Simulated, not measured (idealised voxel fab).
process module | voxel wiring stack
cross-section cut | 295 nm wide | cells 5 nm
A cross-section is a grid of square cells, given in bands from the top down. A band is one or more rows of cells.
Each band's line starts with the height of the band's top and of its bottom, in nm. Then come its materials from left to right, each with its width in nm. One material with "throughout" fills the band from edge to edge. "air" is empty space.
Height 0 is the level under which the wafer as received is all one material. The lowest band goes on downwards, as in "0 down".
A width such as "30 to 40" changes by the same amount from each row of cells to the next, from the band's top row to its bottom row.
"no change" after a step means that no cell of the cross-section changed.
closed voids: empty space of 8 cells or more with no open way to the top, each as width x height at its distance from the left edge, in nm
after a step's settings: what the simulator itself notes on the step
overlay nm, on a step with a mask: how far to the right of its planned place the mask lay; to the left if negative
plan
1 op RECEIVE | material Si
2 op CONFORMAL_DEP | material SiO2 | thk nm 10
3 op DIRECTIONAL_DEP | material TiN | thk nm 5
4 op DIRECTIONAL_DEP | material Ru | thk nm 20
5 op PATTERN | tone cover | mask id METAL_1 | material resist | width nm 30 | pitch nm 50 | thk nm 15 | overlay nm 0
6 op DIRECTIONAL_ETCH | etch materials Ru | depth nm 20
7 op DIRECTIONAL_ETCH | etch materials TiN | depth nm 5
8 op STRIP | etch materials resist
9 op FILL_DEP | material lowk | thk nm 10
10 op CMP | height nm 35
11 op CONFORMAL_DEP | material SiCN | thk nm 5
12 op DIRECTIONAL_DEP | material lowk | thk nm 20
13 op PATTERN | tone open | mask id PLUG_1 | material resist | width nm 15 | pitch nm 50 | thk nm 20 | overlay nm 0
14 op DIRECTIONAL_ETCH | etch materials lowk | depth nm 20
15 op DIRECTIONAL_ETCH | etch materials SiCN | depth nm 5
16 op STRIP | etch materials resist
17 op EPI | material Ru | thk nm 10
18 op EPI | material Ru | thk nm 10
19 op EPI | material Ru | thk nm 5
20 op DIRECTIONAL_DEP | material TiN | thk nm 5
21 op DIRECTIONAL_DEP | material W | thk nm 20
22 op MASKED_ETCH | tone cover | mask id METAL_2 | width nm 30 | pitch nm 50 | etch materials W | depth nm 20 | overlay nm 0
23 op MASKED_ETCH | tone cover | mask id METAL_2 | width nm 30 | pitch nm 50 | etch materials TiN | depth nm 5 | overlay nm 0
24 op CONFORMAL_DEP | material SiN | thk nm 5
25 op FILL_DEP | material SiO2 | thk nm 10
26 op CMP | height nm 85
27 op CONFORMAL_DEP | material SiCN | thk nm 5
as received, after step 1
  0 down: Si throughout
  closed voids: none
first wafer at the end, as planned
  90 to 85: SiCN throughout
  85 to 65: SiO2 75 | SiN 5 | W 30 | SiN 5 | SiO2 10 | SiN 5 | W 30 | SiN 5 | SiO2 10 | SiN 5 | W 30 | SiN 5 | SiO2 80
  65 to 60: SiN 80 | TiN 30 | SiN 20 | TiN 30 | SiN 20 | TiN 30 | SiN 85
  60 to 40: lowk 80 | Ru 15 | lowk 35 | Ru 15 | lowk 35 | Ru 15 | lowk 100
  40 to 35: SiCN 80 | Ru 15 | SiCN 35 | Ru 15 | SiCN 35 | Ru 15 | SiCN 100
  35 to 15: lowk 80 | Ru 30 | lowk 20 | Ru 30 | lowk 20 | Ru 30 | lowk 85
  15 to 10: lowk 80 | TiN 30 | lowk 20 | TiN 30 | lowk 20 | TiN 30 | lowk 85
  10 to 0: SiO2 throughout
  0 down: Si throughout
  closed voids: none
second wafer at the end: like start, like plan, one mistake
  90 to 85: SiCN throughout
  85 to 75: SiO2 90 to 75 | SiN 5 to 20 | W 15 | SiN 5 | SiO2 25 to 10 | SiN 5 to 20 | W 15 | SiN 5 | SiO2 25 to 10 | SiN 5 to 20 | W 15 | SiN 5 | SiO2 80
  75 to 65: SiO2 75 | SiN 5 | W 30 | SiN 5 | SiO2 10 | SiN 5 | W 30 | SiN 5 | SiO2 10 | SiN 5 | W 30 | SiN 5 | SiO2 80
  65 to 60: SiN 80 | W 15 | TiN 15 | SiN 20 | W 15 | TiN 15 | SiN 20 | W 15 | TiN 15 | SiN 85
  60 to 55: lowk 80 | W 15 | lowk 35 | W 15 | lowk 35 | W 15 | lowk 100
  55 to 50: lowk 80 | TiN 15 | lowk 35 | TiN 15 | lowk 35 | TiN 15 | lowk 100
  50 to 40: lowk 80 | Ru 15 | lowk 35 | Ru 15 | lowk 35 | Ru 15 | lowk 100
  40 to 35: SiCN 80 | Ru 15 | SiCN 35 | Ru 15 | SiCN 35 | Ru 15 | SiCN 100
  35 to 15: lowk 80 | Ru 30 | lowk 20 | Ru 30 | lowk 20 | Ru 30 | lowk 85
  15 to 10: lowk 80 | TiN 30 | lowk 20 | TiN 30 | lowk 20 | TiN 30 | lowk 85
  10 to 0: SiO2 throughout
  0 down: Si throughout
  closed voids: none
what went wrong: one of the steps 17 and 18, which are alike, was left out
at the end the second wafer has, in cells: 18 fewer of Ru | 9 more of SiN | 9 more of SiO2
